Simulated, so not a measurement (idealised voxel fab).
Proc. module: voxel self aligned vias
Pictured: cross-section cut, 275 nm wide, on a grid of 5 nm square cells.
Cross-section = grid of square cells, listed top down in bands; band = one or more rows. What a band's entry tells you: where the top is and where the bottom is, as heights in nm, and after that what lies inside, material by material from left to right, each with its width in nm. Empty space is written as the word "blank", and a single material marked with the word "full width" occupies the band from edge to edge. Counting heights begins at 0, where everything beneath is, in the wafer as received, one material. The lowest band has no bottom; it goes on downwards, as "z 0 and below" shows. With a width like "30..40", each row of cells in the band differs from the next by the same amount, the top row carrying the first number and the bottom row the second. What does "remained unchanged" mean for a step? It means no cell of the cross-section changed in that step. Entry "Closed void entries" = empty spaces >= 8 cells with no open way to the top; each as width x height at distance, distance from left edge, all nm. What comes after the settings on a step's line is commentary from the simulator itself on that step. A step line may carry the setting "overlay nm", which, for steps involving a mask, states the distance by which the mask lay to the right of its intended position; negative values denote displacement to the left.
### List of planned process steps
- 1: RECEIVE,material Si
- 2: CONFORMAL_DEP,material SiO2,thk nm 15
- 3: CONFORMAL_DEP,material SiCN,thk nm 5
- 4: DIRECTIONAL_DEP,material SiO2,thk nm 25
- 5: PATTERN,tone open,mask id LINES,material resist,width nm 25,pitch nm 75,thk nm 15,overlay nm 0
- 6: DIRECTIONAL_ETCH,etch materials SiO2,depth nm 25
- 7: STRIP,etch materials resist
- 8: CONFORMAL_DEP,material TiN,thk nm 5
- 9: FILL_DEP,material Ru,thk nm 10
- 10: CMP,height nm 45
- 11: SELECTIVE_ETCH,etch materials W Ru TiN,depth nm 10
- 12: FILL_DEP,material SiN,thk nm 5
- 13: CMP,height nm 45
- 14: DIRECTIONAL_DEP,material SiO2,thk nm 15
- 15: PATTERN,tone open,mask id VIAS,material resist,width nm 45,pitch nm 150,thk nm 20,overlay nm 0
- 16: DIRECTIONAL_ETCH,etch materials SiO2,depth nm 15
- 17: DIRECTIONAL_ETCH,etch materials SiN,depth nm 10
- 18: STRIP,etch materials resist
- 19: CONFORMAL_DEP,material TiN,thk nm 5
- 20: FILL_DEP,material W,thk nm 5
- 21: CMP,height nm 60
- 22: CONFORMAL_DEP,material SiN,thk nm 5
### Cross-section, incoming material, after step 1
z 0 and below: Si full width
Closed void entries: none
### Final wafer profile in cross-section after the module, from the same start and plan as above, with one mistake made during processing
z 65 to 60: SiN full width
z 60 to 50: SiO2 40 nm, then TiN 5 nm, then W 40 nm, then TiN 5 nm, then SiO2 100 nm, then TiN 5 nm, then W 40 nm, then TiN 5 nm, then SiO2 35 nm
z 50 to 45: SiO2 40 nm, then TiN 15 nm, then W 15 nm, then TiN 20 nm, then SiO2 100 nm, then TiN 15 nm, then W 15 nm, then TiN 20 nm, then SiO2 35 nm
z 45 to 40: SiO2 50 nm, then TiN 5 nm, then W 15 nm, then TiN 5 nm, then SiO2 50 nm, then SiN 25 nm, then SiO2 50 nm, then TiN 5 nm, then W 15 nm, then TiN 5 nm, then SiO2 50 nm
z 40 to 35: SiO2 50 nm, then TiN 25 nm, then SiO2 50 nm, then SiN 25 nm, then SiO2 50 nm, then TiN 25 nm, then SiO2 50 nm
z 35 to 25: SiO2 50 nm, then TiN 5 nm, then Ru 15 nm, then TiN 5 nm, then SiO2 50 nm, then TiN 5 nm, then Ru 15 nm, then TiN 5 nm, then SiO2 50 nm, then TiN 5 nm, then Ru 15 nm, then TiN 5 nm, then SiO2 50 nm
z 25 to 20: SiO2 50 nm, then TiN 25 nm, then SiO2 50 nm, then TiN 25 nm, then SiO2 50 nm, then TiN 25 nm, then SiO2 50 nm
z 20 to 15: SiCN full width
z 15 to 0: SiO2 full width
z 0 and below: Si full width
Closed void entries: none
The mistake made against the process plan was this: it should be noted that step 15 was executed with settings other than those planned, the operation and settings actually applied being PATTERN,tone open,mask id VIAS,material resist,width nm 50,pitch nm 150,thk nm 20,overlay nm 0
